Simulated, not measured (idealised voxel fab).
process module | voxel quadruple lines
cross-section cut | 185 nm wide | cells 5 nm
A cross-section is a grid of square cells, given in bands from the top down. A band is one or more rows of cells.
Each band's line starts with the height of the band's top and of its bottom, in nm. Then come its materials from left to right, each with its width in nm. One material with "throughout" fills the band from edge to edge. "air" is empty space.
Height 0 is the level under which the wafer as received is all one material. The lowest band goes on downwards, as in "0 down".
A width such as "30 to 40" changes by the same amount from each row of cells to the next, from the band's top row to its bottom row.
"no change" after a step means that no cell of the cross-section changed.
closed voids: empty space of 8 cells or more with no open way to the top, each as width x height at its distance from the left edge, in nm
after a step's settings: what the simulator itself notes on the step
overlay nm, on a step with a mask: how far to the right of its planned place the mask lay; to the left if negative
plan
1 op RECEIVE | material Si
2 op CONFORMAL_DEP | material SiO2 | thk nm 5
3 op DIRECTIONAL_DEP | material W | thk nm 10
4 op DIRECTIONAL_DEP | material polySi | thk nm 20
5 op DIRECTIONAL_DEP | material aC | thk nm 25
6 op PATTERN | tone cover | mask id MANDREL | material resist | width nm 35 | thk nm 35 | overlay nm 0
7 op DIRECTIONAL_ETCH | etch materials aC | depth nm 25
8 op STRIP | etch materials resist
9 op CONFORMAL_DEP | material SiO2 | thk nm 15
10 op DIRECTIONAL_ETCH | etch materials SiO2 | depth nm 15
11 op STRIP | etch materials aC
12 op DIRECTIONAL_ETCH | etch materials polySi | depth nm 20
13 op STRIP | etch materials SiO2
14 op CONFORMAL_DEP | material SiN | thk nm 10
15 op DIRECTIONAL_ETCH | etch materials SiN | depth nm 10
16 op STRIP | etch materials polySi
17 op DIRECTIONAL_ETCH | etch materials W | depth nm 10
18 op STRIP | etch materials SiN
19 op FILL_DEP | material SiO2 | thk nm 5
20 op CMP | height nm 15
first wafer, as planned
as received, after step 1
  0 down: Si throughout
  closed voids: none
after step 2
  5 to 0: SiO2 throughout
  below 0: unchanged
after step 3
  15 to 5: W throughout
  below 5: unchanged
after step 4
  35 to 15: polySi throughout
  below 15: unchanged
after step 5
  60 to 35: aC throughout
  below 35: unchanged
after step 6
  95 to 60: air 75 | resist 35 | air 75
  below 60: unchanged
after step 7
  70 to 60: air 75 | resist 35 | air 75
  60 to 35: air 75 | aC 35 | air 75
  below 35: unchanged
after step 8
  60 to 35: air 75 | aC 35 | air 75
  below 35: unchanged
after step 9
  75 to 60: air 60 | SiO2 65 | air 60
  60 to 50: air 60 | SiO2 15 | aC 35 | SiO2 15 | air 60
  50 to 35: SiO2 75 | aC 35 | SiO2 75
  below 35: unchanged
after step 10
  60 to 35: air 60 | SiO2 15 | aC 35 | SiO2 15 | air 60
  below 35: unchanged
after step 11
  60 to 35: air 60 | SiO2 15 | air 35 | SiO2 15 | air 60
  below 35: unchanged
after step 12
  60 to 35: air 60 | SiO2 15 | air 35 | SiO2 15 | air 60
  35 to 15: air 60 | polySi 15 | air 35 | polySi 15 | air 60
  below 15: unchanged
after step 13
  35 to 15: air 60 | polySi 15 | air 35 | polySi 15 | air 60
  below 15: unchanged
after step 14
  45 to 35: air 50 | SiN 35 | air 15 | SiN 35 | air 50
  35 to 25: air 50 | SiN 10 | polySi 15 | SiN 10 | air 15 | SiN 10 | polySi 15 | SiN 10 | air 50
  25 to 15: SiN 60 | polySi 15 | SiN 35 | polySi 15 | SiN 60
  below 15: unchanged
after step 15
  35 to 15: air 50 | SiN 10 | polySi 15 | SiN 10 | air 15 | SiN 10 | polySi 15 | SiN 10 | air 50
  below 15: unchanged
after step 16
  35 to 15: air 50 | SiN 10 | air 15 | SiN 10 | air 15 | SiN 10 | air 15 | SiN 10 | air 50
  below 15: unchanged
after step 17
  35 to 15: air 50 | SiN 10 | air 15 | SiN 10 | air 15 | SiN 10 | air 15 | SiN 10 | air 50
  15 to 5: air 50 | W 10 | air 15 | W 10 | air 15 | W 10 | air 15 | W 10 | air 50
  below 5: unchanged
after step 18
  15 to 5: air 50 | W 10 | air 15 | W 10 | air 15 | W 10 | air 15 | W 10 | air 50
  below 5: unchanged
after step 19
  20 to 15: SiO2 throughout
  15 to 5: SiO2 50 | W 10 | SiO2 15 | W 10 | SiO2 15 | W 10 | SiO2 15 | W 10 | SiO2 50
  below 5: unchanged
after step 20
  15 to 5: SiO2 50 | W 10 | SiO2 15 | W 10 | SiO2 15 | W 10 | SiO2 15 | W 10 | SiO2 50
  below 5: unchanged
second wafer: like start, like plan, one mistake. Through step 13 it matches the first wafer
when step 14 should have ended
  40 to 35: air 55 | SiN 25 | air 25 | SiN 25 | air 55
  35 to 20: air 55 | SiN 5 | polySi 15 | SiN 5 | air 25 | SiN 5 | polySi 15 | SiN 5 | air 55
  20 to 15: SiN 60 | polySi 15 | SiN 35 | polySi 15 | SiN 60
  below 15: unchanged
when step 15 should have ended
  35 to 30: air 60 | polySi 15 | air 35 | polySi 15 | air 60
  30 to 15: air 55 | SiN 5 | polySi 15 | SiN 5 | air 25 | SiN 5 | polySi 15 | SiN 5 | air 55
  below 15: unchanged
when step 16 should have ended
  30 to 15: air 55 | SiN 5 | air 15 | SiN 5 | air 25 | SiN 5 | air 15 | SiN 5 | air 55
  below 15: unchanged
when step 17 should have ended
  30 to 15: air 55 | SiN 5 | air 15 | SiN 5 | air 25 | SiN 5 | air 15 | SiN 5 | air 55
  15 to 5: air 55 | W 5 | air 15 | W 5 | air 25 | W 5 | air 15 | W 5 | air 55
  below 5: unchanged
when step 18 should have ended
  15 to 5: air 55 | W 5 | air 15 | W 5 | air 25 | W 5 | air 15 | W 5 | air 55
  below 5: unchanged
when step 19 should have ended
  20 to 15: SiO2 throughout
  15 to 5: SiO2 55 | W 5 | SiO2 15 | W 5 | SiO2 25 | W 5 | SiO2 15 | W 5 | SiO2 55
  below 5: unchanged
when step 20 should have ended
  15 to 5: SiO2 55 | W 5 | SiO2 15 | W 5 | SiO2 25 | W 5 | SiO2 15 | W 5 | SiO2 55
  below 5: unchanged
what went wrong: step 14 ran as: op CONFORMAL_DEP | material SiN | thk nm 5
at the end the second wafer has, in cells: 8 more of SiO2 | 8 fewer of W
